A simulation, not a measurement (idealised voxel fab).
Name of the process module below: voxel gate over fins
Square cells of 5 nm make up the cross-section cut, whose width is 300 nm.
Cross-section, as written here: a square-cell grid given band by band from the top down, where a band holds one or more rows of cells. It is stipulated that each band's entry specify, in nanometres, the height of the top of the band and then that of its bottom, followed by the materials of the band in left-to-right sequence, each together with its width in nanometres. A single material marked by the word "everywhere" is understood to fill the band from edge to edge; the word "blank" is understood to denote empty space. Measure heights from 0. That's the level where, below it, the as-received wafer is all one material. The lowest band is bottomless and extends downward; write it as in "0 -> down". When a width is written as two numbers, as in "30 to 40", the first number is the width in the top row of cells of the band and the second is the width in its bottom row, and the width changes by the same amount from each row to the next. When a step is marked "nothing altered", none of the cells in the cross-section changed during that step. Enclosed voids (no open way to top), threshold 8 cells or more, entry "Closed void list", notation width x height at distance, distance from left edge, nm. If you see something after the settings on a step's line, that's the simulator's own remark about that step. When a step includes a mask, the "overlay nm" setting on its line states how far to the right of its planned place that mask lay, and negative values state how far to the left.
### Steps planned for the process
1,RECEIVE, material Si
2,CONFORMAL_DEP, material SiN, thk nm 5
3,DIRECTIONAL_DEP, material aC, thk nm 10
4,PATTERN, tone cover, mask id FINS, material resist, width nm 15, pitch nm 50, thk nm 25, overlay nm 0
5,DIRECTIONAL_ETCH, etch materials aC, depth nm 10
6,STRIP, etch materials resist
7,DIRECTIONAL_ETCH, etch materials SiN, depth nm 5
8,DIRECTIONAL_ETCH, etch materials Si, depth nm 40
9,STRIP, etch materials aC
10,OXIDIZE, depth nm 5
11,FILL_DEP, material SiO2, thk nm 15
12,CMP, height nm 5
13,PATTERN, tone open, mask id RAIL, material resist, width nm 15, thk nm 20, overlay nm 0
14,DIRECTIONAL_ETCH, etch materials SiO2, depth nm 40
15,STRIP, etch materials resist
16,CONFORMAL_DEP, material TiN, thk nm 5
17,FILL_DEP, material W, thk nm 5
18,CMP, height nm 5
19,SELECTIVE_ETCH, etch materials W Ru TiN, depth nm 30
20,FILL_DEP, material SiO2, thk nm 5
21,CMP, height nm 5
22,SELECTIVE_ETCH, etch materials SiO2, depth nm 20
23,STRIP, etch materials SiN
24,CONFORMAL_DEP, material HfO2, thk nm 5
25,CONFORMAL_DEP, material TiN, thk nm 5
26,CONFORMAL_DEP, material TiAl, thk nm 5
27,CONFORMAL_DEP, material TiN, thk nm 5
28,FILL_DEP, material W, thk nm 10
29,CMP, height nm 25
30,CONFORMAL_DEP, material SiCN, thk nm 5
### First of the two wafers, run per plan
### Cross-section of the wafer upon arrival, representing the state reached after step 1
	0 -> down: Si everywhere
	Closed void list: none
### You're looking at a cross-section of the wafer after step 2
	5 -> 0: SiN everywhere
	Everything under 0 stays put, no change at all.
### You're looking at a cross-section of the wafer after step 3
	15 -> 5: aC everywhere
	Everything under 5 stays put, no change at all.
### You're looking at a cross-section of the wafer after step 4
	40 -> 15: blank: 90, resist: 15, blank: 35, resist: 15, blank: 35, resist: 15, blank: 95
	Everything under 15 stays put, no change at all.
### You're looking at a cross-section of the wafer after step 5
	30 -> 15: blank: 90, resist: 15, blank: 35, resist: 15, blank: 35, resist: 15, blank: 95
	15 -> 5: blank: 90, aC: 15, blank: 35, aC: 15, blank: 35, aC: 15, blank: 95
	Everything under 5 stays put, no change at all.
### You're looking at a cross-section of the wafer after step 6
	15 -> 5: blank: 90, aC: 15, blank: 35, aC: 15, blank: 35, aC: 15, blank: 95
	Everything under 5 stays put, no change at all.
### You're looking at a cross-section of the wafer after step 7
	15 -> 5: blank: 90, aC: 15, blank: 35, aC: 15, blank: 35, aC: 15, blank: 95
	5 -> 0: blank: 90, SiN: 15, blank: 35, SiN: 15, blank: 35, SiN: 15, blank: 95
	Everything under 0 stays put, no change at all.
### You're looking at a cross-section of the wafer after step 8
	15 -> 5: blank: 90, aC: 15, blank: 35, aC: 15, blank: 35, aC: 15, blank: 95
	5 -> 0: blank: 90, SiN: 15, blank: 35, SiN: 15, blank: 35, SiN: 15, blank: 95
	0 -> -40: blank: 90, Si: 15, blank: 35, Si: 15, blank: 35, Si: 15, blank: 95
	Everything under -40 stays put, no change at all.
### You're looking at a cross-section of the wafer after step 9
	5 -> 0: blank: 90, SiN: 15, blank: 35, SiN: 15, blank: 35, SiN: 15, blank: 95
	Everything under 0 stays put, no change at all.
### You're looking at a cross-section of the wafer after step 10
	5 -> 0: blank: 90, SiN: 15, blank: 35, SiN: 15, blank: 35, SiN: 15, blank: 95
	0 -> -40: blank: 90, SiO2: 5, Si: 5, SiO2: 5, blank: 35, SiO2: 5, Si: 5, SiO2: 5, blank: 35, SiO2: 5, Si: 5, SiO2: 5, blank: 95
	-40 -> -45: SiO2: 95, Si: 5, SiO2: 45, Si: 5, SiO2: 45, Si: 5, SiO2: 100
	Everything under -45 stays put, no change at all.
### You're looking at a cross-section of the wafer after step 11
	20 -> 5: SiO2 everywhere
	5 -> 0: SiO2: 90, SiN: 15, SiO2: 35, SiN: 15, SiO2: 35, SiN: 15, SiO2: 95
	0 -> -45: SiO2: 95, Si: 5, SiO2: 45, Si: 5, SiO2: 45, Si: 5, SiO2: 100
	Everything under -45 stays put, no change at all.
### You're looking at a cross-section of the wafer after step 12
	5 -> 0: SiO2: 90, SiN: 15, SiO2: 35, SiN: 15, SiO2: 35, SiN: 15, SiO2: 95
	Everything under 0 stays put, no change at all.
### You're looking at a cross-section of the wafer after step 13
	25 -> 5: resist: 115, blank: 15, resist: 170
	Everything under 5 stays put, no change at all.
### You're looking at a cross-section of the wafer after step 14
	25 -> 5: resist: 115, blank: 15, resist: 170
	5 -> 0: SiO2: 90, SiN: 15, SiO2: 10, blank: 15, SiO2: 10, SiN: 15, SiO2: 35, SiN: 15, SiO2: 95
	0 -> -35: SiO2: 95, Si: 5, SiO2: 15, blank: 15, SiO2: 15, Si: 5, SiO2: 45, Si: 5, SiO2: 100
	Everything under -35 stays put, no change at all.
### You're looking at a cross-section of the wafer after step 15
	5 -> 0: SiO2: 90, SiN: 15, SiO2: 10, blank: 15, SiO2: 10, SiN: 15, SiO2: 35, SiN: 15, SiO2: 95
	Everything under 0 stays put, no change at all.
### You're looking at a cross-section of the wafer after step 16
	10 -> 5: TiN: 120, blank: 5, TiN: 175
	5 -> 0: SiO2: 90, SiN: 15, SiO2: 10, TiN: 5, blank: 5, TiN: 5, SiO2: 10, SiN: 15, SiO2: 35, SiN: 15, SiO2: 95
	0 -> -30: SiO2: 95, Si: 5, SiO2: 15, TiN: 5, blank: 5, TiN: 5, SiO2: 15, Si: 5, SiO2: 45, Si: 5, SiO2: 100
	-30 -> -35: SiO2: 95, Si: 5, SiO2: 15, TiN: 15, SiO2: 15, Si: 5, SiO2: 45, Si: 5, SiO2: 100
	Everything under -35 stays put, no change at all.
### You're looking at a cross-section of the wafer after step 17
	15 -> 10: W everywhere
	10 -> 5: TiN: 120, W: 5, TiN: 175
	5 -> 0: SiO2: 90, SiN: 15, SiO2: 10, TiN: 5, W: 5, TiN: 5, SiO2: 10, SiN: 15, SiO2: 35, SiN: 15, SiO2: 95
	0 -> -30: SiO2: 95, Si: 5, SiO2: 15, TiN: 5, W: 5, TiN: 5, SiO2: 15, Si: 5, SiO2: 45, Si: 5, SiO2: 100
	Everything under -30 stays put, no change at all.
### You're looking at a cross-section of the wafer after step 18
	5 -> 0: SiO2: 90, SiN: 15, SiO2: 10, TiN: 5, W: 5, TiN: 5, SiO2: 10, SiN: 15, SiO2: 35, SiN: 15, SiO2: 95
	Everything under 0 stays put, no change at all.
### You're looking at a cross-section of the wafer after step 19
	5 -> 0: SiO2: 90, SiN: 15, SiO2: 10, blank: 15, SiO2: 10, SiN: 15, SiO2: 35, SiN: 15, SiO2: 95
	0 -> -25: SiO2: 95, Si: 5, SiO2: 15, blank: 15, SiO2: 15, Si: 5, SiO2: 45, Si: 5, SiO2: 100
	Everything under -25 stays put, no change at all.
### You're looking at a cross-section of the wafer after step 20
	10 -> 5: SiO2 everywhere
	5 -> 0: SiO2: 90, SiN: 15, SiO2: 35, SiN: 15, SiO2: 35, SiN: 15, SiO2: 95
	0 -> -25: SiO2: 95, Si: 5, SiO2: 45, Si: 5, SiO2: 45, Si: 5, SiO2: 100
	Everything under -25 stays put, no change at all.
### You're looking at a cross-section of the wafer after step 21
	5 -> 0: SiO2: 90, SiN: 15, SiO2: 35, SiN: 15, SiO2: 35, SiN: 15, SiO2: 95
	Everything under 0 stays put, no change at all.
### You're looking at a cross-section of the wafer after step 22
	5 -> 0: blank: 90, SiN: 15, blank: 35, SiN: 15, blank: 35, SiN: 15, blank: 95
	0 -> -15: blank: 95, Si: 5, blank: 45, Si: 5, blank: 45, Si: 5, blank: 100
	Everything under -15 stays put, no change at all.
### You're looking at a cross-section of the wafer after step 23
	0 -> -15: blank: 95, Si: 5, blank: 45, Si: 5, blank: 45, Si: 5, blank: 100
	Everything under -15 stays put, no change at all.
### You're looking at a cross-section of the wafer after step 24
	5 -> 0: blank: 90, HfO2: 15, blank: 35, HfO2: 15, blank: 35, HfO2: 15, blank: 95
	0 -> -10: blank: 90, HfO2: 5, Si: 5, HfO2: 5, blank: 35, HfO2: 5, Si: 5, HfO2: 5, blank: 35, HfO2: 5, Si: 5, HfO2: 5, blank: 95
	-10 -> -15: HfO2: 95, Si: 5, HfO2: 45, Si: 5, HfO2: 45, Si: 5, HfO2: 100
	Everything under -15 stays put, no change at all.
### You're looking at a cross-section of the wafer after step 25
	10 -> 5: blank: 85, TiN: 25, blank: 25, TiN: 25, blank: 25, TiN: 25, blank: 90
	5 -> 0: blank: 85, TiN: 5, HfO2: 15, TiN: 5, blank: 25, TiN: 5, HfO2: 15, TiN: 5, blank: 25, TiN: 5, HfO2: 15, TiN: 5, blank: 90
	0 -> -5: blank: 85, TiN: 5, HfO2: 5, Si: 5, HfO2: 5, TiN: 5, blank: 25, TiN: 5, HfO2: 5, Si: 5, HfO2: 5, TiN: 5, blank: 25, TiN: 5, HfO2: 5, Si: 5, HfO2: 5, TiN: 5, blank: 90
	-5 -> -10: TiN: 90, HfO2: 5, Si: 5, HfO2: 5, TiN: 35, HfO2: 5, Si: 5, HfO2: 5, TiN: 35, HfO2: 5, Si: 5, HfO2: 5, TiN: 95
	Everything under -10 stays put, no change at all.
### You're looking at a cross-section of the wafer after step 26
	15 -> 10: blank: 80, TiAl: 35, blank: 15, TiAl: 35, blank: 15, TiAl: 35, blank: 85
	10 -> 5: blank: 80, TiAl: 5, TiN: 25, TiAl: 5, blank: 15, TiAl: 5, TiN: 25, TiAl: 5, blank: 15, TiAl: 5, TiN: 25, TiAl: 5, blank: 85
	5 -> 0: blank: 80, TiAl: 5, TiN: 5, HfO2: 15, TiN: 5, TiAl: 5, blank: 15, TiAl: 5, TiN: 5, HfO2: 15, TiN: 5, TiAl: 5, blank: 15, TiAl: 5, TiN: 5, HfO2: 15, TiN: 5, TiAl: 5, blank: 85
	0 -> -5: TiAl: 85, TiN: 5, HfO2: 5, Si: 5, HfO2: 5, TiN: 5, TiAl: 25, TiN: 5, HfO2: 5, Si: 5, HfO2: 5, TiN: 5, TiAl: 25, TiN: 5, HfO2: 5, Si: 5, HfO2: 5, TiN: 5, TiAl: 90
	Everything under -5 stays put, no change at all.
### You're looking at a cross-section of the wafer after step 27
	20 -> 15: blank: 75, TiN: 45, blank: 5, TiN: 45, blank: 5, TiN: 45, blank: 80
	15 -> 10: blank: 75, TiN: 5, TiAl: 35, TiN: 5, blank: 5, TiN: 5, TiAl: 35, TiN: 5, blank: 5, TiN: 5, TiAl: 35, TiN: 5, blank: 80
	10 -> 5: blank: 75, TiN: 5, TiAl: 5, TiN: 25, TiAl: 5, TiN: 5, blank: 5, TiN: 5, TiAl: 5, TiN: 25, TiAl: 5, TiN: 5, blank: 5, TiN: 5, TiAl: 5, TiN: 25, TiAl: 5, TiN: 5, blank: 80
	5 -> 0: TiN: 80, TiAl: 5, TiN: 5, HfO2: 15, TiN: 5, TiAl: 5, TiN: 15, TiAl: 5, TiN: 5, HfO2: 15, TiN: 5, TiAl: 5, TiN: 15, TiAl: 5, TiN: 5, HfO2: 15, TiN: 5, TiAl: 5, TiN: 85
	Everything under 0 stays put, no change at all.
### You're looking at a cross-section of the wafer after step 28
	30 -> 20: W everywhere
	20 -> 15: W: 75, TiN: 45, W: 5, TiN: 45, W: 5, TiN: 45, W: 80
	15 -> 10: W: 75, TiN: 5, TiAl: 35, TiN: 5, W: 5, TiN: 5, TiAl: 35, TiN: 5, W: 5, TiN: 5, TiAl: 35, TiN: 5, W: 80
	10 -> 5: W: 75, TiN: 5, TiAl: 5, TiN: 25, TiAl: 5, TiN: 5, W: 5, TiN: 5, TiAl: 5, TiN: 25, TiAl: 5, TiN: 5, W: 5, TiN: 5, TiAl: 5, TiN: 25, TiAl: 5, TiN: 5, W: 80
	Everything under 5 stays put, no change at all.
### You're looking at a cross-section of the wafer after step 29
	25 -> 20: W everywhere
	Everything under 20 stays put, no change at all.
### You're looking at a cross-section of the wafer after step 30
	30 -> 25: SiCN everywhere
	Everything under 25 stays put, no change at all.
### For the second wafer, take the first wafer's start and plan, then add one mistake made in running it; everything through step 24, that step included, is shared with the first
### Planned end of step 25: second wafer, cross-section
	10 -> 5: blank: 85, TiAl: 25, blank: 25, TiAl: 25, blank: 25, TiAl: 25, blank: 90
	5 -> 0: blank: 85, TiAl: 5, HfO2: 15, TiAl: 5, blank: 25, TiAl: 5, HfO2: 15, TiAl: 5, blank: 25, TiAl: 5, HfO2: 15, TiAl: 5, blank: 90
	0 -> -5: blank: 85, TiAl: 5, HfO2: 5, Si: 5, HfO2: 5, TiAl: 5, blank: 25, TiAl: 5, HfO2: 5, Si: 5, HfO2: 5, TiAl: 5, blank: 25, TiAl: 5, HfO2: 5, Si: 5, HfO2: 5, TiAl: 5, blank: 90
	-5 -> -10: TiAl: 90, HfO2: 5, Si: 5, HfO2: 5, TiAl: 35, HfO2: 5, Si: 5, HfO2: 5, TiAl: 35, HfO2: 5, Si: 5, HfO2: 5, TiAl: 95
	Everything under -10 stays put, no change at all.
### Planned end of step 26: second wafer, cross-section
	15 -> 10: blank: 80, TiN: 35, blank: 15, TiN: 35, blank: 15, TiN: 35, blank: 85
	10 -> 5: blank: 80, TiN: 5, TiAl: 25, TiN: 5, blank: 15, TiN: 5, TiAl: 25, TiN: 5, blank: 15, TiN: 5, TiAl: 25, TiN: 5, blank: 85
	5 -> 0: blank: 80, TiN: 5, TiAl: 5, HfO2: 15, TiAl: 5, TiN: 5, blank: 15, TiN: 5, TiAl: 5, HfO2: 15, TiAl: 5, TiN: 5, blank: 15, TiN: 5, TiAl: 5, HfO2: 15, TiAl: 5, TiN: 5, blank: 85
	0 -> -5: TiN: 85, TiAl: 5, HfO2: 5, Si: 5, HfO2: 5, TiAl: 5, TiN: 25, TiAl: 5, HfO2: 5, Si: 5, HfO2: 5, TiAl: 5, TiN: 25, TiAl: 5, HfO2: 5, Si: 5, HfO2: 5, TiAl: 5, TiN: 90
	Everything under -5 stays put, no change at all.
### Planned end of step 27: second wafer, cross-section
	20 -> 10: blank: 75, TiN: 45, blank: 5, TiN: 45, blank: 5, TiN: 45, blank: 80
	10 -> 5: blank: 75, TiN: 10, TiAl: 25, TiN: 10, blank: 5, TiN: 10, TiAl: 25, TiN: 10, blank: 5, TiN: 10, TiAl: 25, TiN: 10, blank: 80
	5 -> 0: TiN: 85, TiAl: 5, HfO2: 15, TiAl: 5, TiN: 25, TiAl: 5, HfO2: 15, TiAl: 5, TiN: 25, TiAl: 5, HfO2: 15, TiAl: 5, TiN: 90
	Everything under 0 stays put, no change at all.
### Planned end of step 28: second wafer, cross-section
	30 -> 20: W everywhere
	20 -> 10: W: 75, TiN: 45, W: 5, TiN: 45, W: 5, TiN: 45, W: 80
	10 -> 5: W: 75, TiN: 10, TiAl: 25, TiN: 10, W: 5, TiN: 10, TiAl: 25, TiN: 10, W: 5, TiN: 10, TiAl: 25, TiN: 10, W: 80
	Everything under 5 stays put, no change at all.
### Planned end of step 29: second wafer, cross-section
	25 -> 20: W everywhere
	Everything under 20 stays put, no change at all.
### Planned end of step 30: second wafer, cross-section
	30 -> 25: SiCN everywhere
	Everything under 25 stays put, no change at all.
What was done differently from what was planned? sequence error: steps 25 and 26 interchanged
Tallied in cells, the final second wafer holds each material in the same quantity as the first, although not at the same places.
